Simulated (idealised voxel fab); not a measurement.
Documented hereafter: the process module known as voxel self aligned contacts.
The cross-section shown here is cut; it is 170 nm wide and divided into square cells measuring 5 nm on a side.
Cross-section = grid of square cells, listed top down in bands; band = one or more rows.
Band: top and bottom heights (nm) first, top before bottom; then materials from left to right, widths in nm. "edge to edge" marks a sole material filling the band edge to edge. "blank" denotes empty space.
Beneath 0, the wafer as received is one material, and that level is where height counting begins. The lowest band goes on downward without a bottom; it is written like "0 and below".
Width spec "30->40" -> top row of cells at first value, bottom row at second value, equal per-row change in between.
"nothing changed" after a step means that no cell of the cross-section changed.
"Voids, fully enclosed": empty spaces of 8 cells or more with no open way to the top, each given as width x height at distance, distance from the left edge, all in nm.
On each step's line, the part that comes after the settings is the simulator's own comment on the step.
The "overlay nm" setting may appear on a step's line; for a step that uses a mask, it gives how far to the right of its planned position the mask lay, and a negative value indicates the left.
Process steps foreseen in the plan
step 1: RECEIVE: material Si
step 2: CONFORMAL_DEP: material SiO2, thk nm 5
step 3: DIRECTIONAL_DEP: material polySi, thk nm 30
step 4: DIRECTIONAL_DEP: material SiN, thk nm 25
step 5: MASKED_ETCH: tone cover, mask id GATE, width nm 30, pitch nm 70, etch materials SiN, depth nm 25, overlay nm 0
step 6: MASKED_ETCH: tone cover, mask id GATE, width nm 30, pitch nm 70, etch materials polySi, depth nm 30, overlay nm 0
step 7: CONFORMAL_DEP: material SiN, thk nm 10
step 8: DIRECTIONAL_ETCH: etch materials SiN, depth nm 10
step 9: FILL_DEP: material SiO2, thk nm 10
step 10: CMP: height nm 65
step 11: DIRECTIONAL_DEP: material aC, thk nm 15
step 12: PATTERN: tone open, mask id CONTACT, material resist, width nm 50, thk nm 35, overlay nm 0
step 13: DIRECTIONAL_ETCH: etch materials aC, depth nm 15
step 14: STRIP: etch materials resist
step 15: DIRECTIONAL_ETCH: etch materials SiO2, depth nm 65
step 16: STRIP: etch materials aC
step 17: CONFORMAL_DEP: material TiN, thk nm 5
step 18: FILL_DEP: material W, thk nm 5
step 19: CMP: height nm 65
step 20: CONFORMAL_DEP: material SiN, thk nm 5
Below: the first of two wafers, run as planned
Cross-section of the wafer upon arrival, representing the state reached after step 1
  0 and below | Si edge to edge
  Voids, fully enclosed: none
The following cross-section depicts the wafer upon completion of step 2
  5 down to 0 | SiO2 edge to edge
  Unchanged below 0.
The following cross-section depicts the wafer upon completion of step 3
  35 down to 5 | polySi edge to edge
  Unchanged below 5.
The following cross-section depicts the wafer upon completion of step 4
  60 down to 35 | SiN edge to edge
  Unchanged below 35.
The following cross-section depicts the wafer upon completion of step 5
  60 down to 35 | blank 35, SiN 30, blank 40, SiN 30, blank 35
  Unchanged below 35.
The following cross-section depicts the wafer upon completion of step 6
  60 down to 35 | blank 35, SiN 30, blank 40, SiN 30, blank 35
  35 down to 5 | blank 35, polySi 30, blank 40, polySi 30, blank 35
  Unchanged below 5.
The following cross-section depicts the wafer upon completion of step 7
  70 down to 35 | blank 25, SiN 50, blank 20, SiN 50, blank 25
  35 down to 15 | blank 25, SiN 10, polySi 30, SiN 10, blank 20, SiN 10, polySi 30, SiN 10, blank 25
  15 down to 5 | SiN 35, polySi 30, SiN 40, polySi 30, SiN 35
  Unchanged below 5.
The following cross-section depicts the wafer upon completion of step 8
  60 down to 35 | blank 25, SiN 50, blank 20, SiN 50, blank 25
  35 down to 5 | blank 25, SiN 10, polySi 30, SiN 10, blank 20, SiN 10, polySi 30, SiN 10, blank 25
  Unchanged below 5.
The following cross-section depicts the wafer upon completion of step 9
  70 down to 60 | SiO2 edge to edge
  60 down to 35 | SiO2 25, SiN 50, SiO2 20, SiN 50, SiO2 25
  35 down to 5 | SiO2 25, SiN 10, polySi 30, SiN 10, SiO2 20, SiN 10, polySi 30, SiN 10, SiO2 25
  Unchanged below 5.
The following cross-section depicts the wafer upon completion of step 10
  65 down to 60 | SiO2 edge to edge
  Unchanged below 60.
The following cross-section depicts the wafer upon completion of step 11
  80 down to 65 | aC edge to edge
  Unchanged below 65.
The following cross-section depicts the wafer upon completion of step 12
  115 down to 80 | resist 60, blank 50, resist 60
  Unchanged below 80.
The following cross-section depicts the wafer upon completion of step 13
  100 down to 80 | resist 60, blank 50, resist 60
  80 down to 65 | aC 60, blank 50, aC 60
  Unchanged below 65.
The following cross-section depicts the wafer upon completion of step 14
  80 down to 65 | aC 60, blank 50, aC 60
  Unchanged below 65.
The following cross-section depicts the wafer upon completion of step 15
  80 down to 65 | aC 60, blank 50, aC 60
  65 down to 60 | SiO2 60, blank 50, SiO2 60
  60 down to 35 | SiO2 25, SiN 50, blank 20, SiN 50, SiO2 25
  35 down to 5 | SiO2 25, SiN 10, polySi 30, SiN 10, blank 20, SiN 10, polySi 30, SiN 10, SiO2 25
  5 down to 0 | SiO2 75, blank 20, SiO2 75
  Unchanged below 0.
The following cross-section depicts the wafer upon completion of step 16
  65 down to 60 | SiO2 60, blank 50, SiO2 60
  Unchanged below 60.
The following cross-section depicts the wafer upon completion of step 17
  70 down to 65 | TiN 65, blank 40, TiN 65
  65 down to 60 | SiO2 60, TiN 20, blank 10, TiN 20, SiO2 60
  60 down to 35 | SiO2 25, SiN 50, TiN 5, blank 10, TiN 5, SiN 50, SiO2 25
  35 down to 5 | SiO2 25, SiN 10, polySi 30, SiN 10, TiN 5, blank 10, TiN 5, SiN 10, polySi 30, SiN 10, SiO2 25
  5 down to 0 | SiO2 75, TiN 20, SiO2 75
  Unchanged below 0.
The following cross-section depicts the wafer upon completion of step 18
  75 down to 70 | W edge to edge
  70 down to 65 | TiN 65, W 40, TiN 65
  65 down to 60 | SiO2 60, TiN 20, W 10, TiN 20, SiO2 60
  60 down to 35 | SiO2 25, SiN 50, TiN 5, W 10, TiN 5, SiN 50, SiO2 25
  35 down to 5 | SiO2 25, SiN 10, polySi 30, SiN 10, TiN 5, W 10, TiN 5, SiN 10, polySi 30, SiN 10, SiO2 25
  Unchanged below 5.
The following cross-section depicts the wafer upon completion of step 19
  65 down to 60 | SiO2 60, TiN 20, W 10, TiN 20, SiO2 60
  Unchanged below 60.
The following cross-section depicts the wafer upon completion of step 20
  70 down to 65 | SiN edge to edge
  Unchanged below 65.
Wafer two: like wafer one in start and plan, but with one mistake in execution; identical up to and including step 4
The second wafer in cross-section, at the planned close of step 5
  60 down to 35 | SiN 35, blank 30, SiN 40, blank 30, SiN 35
  Unchanged below 35.
The second wafer in cross-section, at the planned close of step 6: nothing changed
The second wafer in cross-section, at the planned close of step 7
  70 down to 45 | SiN 45, blank 10, SiN 60, blank 10, SiN 45
  45 down to 35 | SiN edge to edge
  Unchanged below 35.
The second wafer in cross-section, at the planned close of step 8
  60 down to 35 | SiN 45, blank 10, SiN 60, blank 10, SiN 45
  Unchanged below 35.
The second wafer in cross-section, at the planned close of step 9
  70 down to 60 | SiO2 edge to edge
  60 down to 35 | SiN 45, SiO2 10, SiN 60, SiO2 10, SiN 45
  Unchanged below 35.
The second wafer in cross-section, at the planned close of step 10
  65 down to 60 | SiO2 edge to edge
  Unchanged below 60.
The second wafer in cross-section, at the planned close of step 11
  80 down to 65 | aC edge to edge
  Unchanged below 65.
The second wafer in cross-section, at the planned close of step 12
  115 down to 80 | resist 60, blank 50, resist 60
  Unchanged below 80.
The second wafer in cross-section, at the planned close of step 13
  100 down to 80 | resist 60, blank 50, resist 60
  80 down to 65 | aC 60, blank 50, aC 60
  Unchanged below 65.
The second wafer in cross-section, at the planned close of step 14
  80 down to 65 | aC 60, blank 50, aC 60
  Unchanged below 65.
The second wafer in cross-section, at the planned close of step 15
  80 down to 65 | aC 60, blank 50, aC 60
  65 down to 60 | SiO2 60, blank 50, SiO2 60
  Unchanged below 60.
The second wafer in cross-section, at the planned close of step 16
  65 down to 60 | SiO2 60, blank 50, SiO2 60
  Unchanged below 60.
The second wafer in cross-section, at the planned close of step 17
  70 down to 65 | TiN 65, blank 40, TiN 65
  65 down to 60 | SiO2 60, TiN 50, SiO2 60
  Unchanged below 60.
The second wafer in cross-section, at the planned close of step 18
  75 down to 70 | W edge to edge
  70 down to 65 | TiN 65, W 40, TiN 65
  Unchanged below 65.
The second wafer in cross-section, at the planned close of step 19
  65 down to 60 | SiO2 60, TiN 50, SiO2 60
  Unchanged below 60.
The second wafer in cross-section, at the planned close of step 20
  70 down to 65 | SiN edge to edge
  Unchanged below 65.
Short version of what went wrong: step 5 ran with different settings than intended, the actual operation and settings being MASKED_ETCH: tone open, mask id GATE, width nm 30, pitch nm 70, etch materials SiN, depth nm 25, overlay nm 0
at the end the second wafer has, in cells: SiN +2, SiO2 -86, TiN -24, W -24, polySi +132
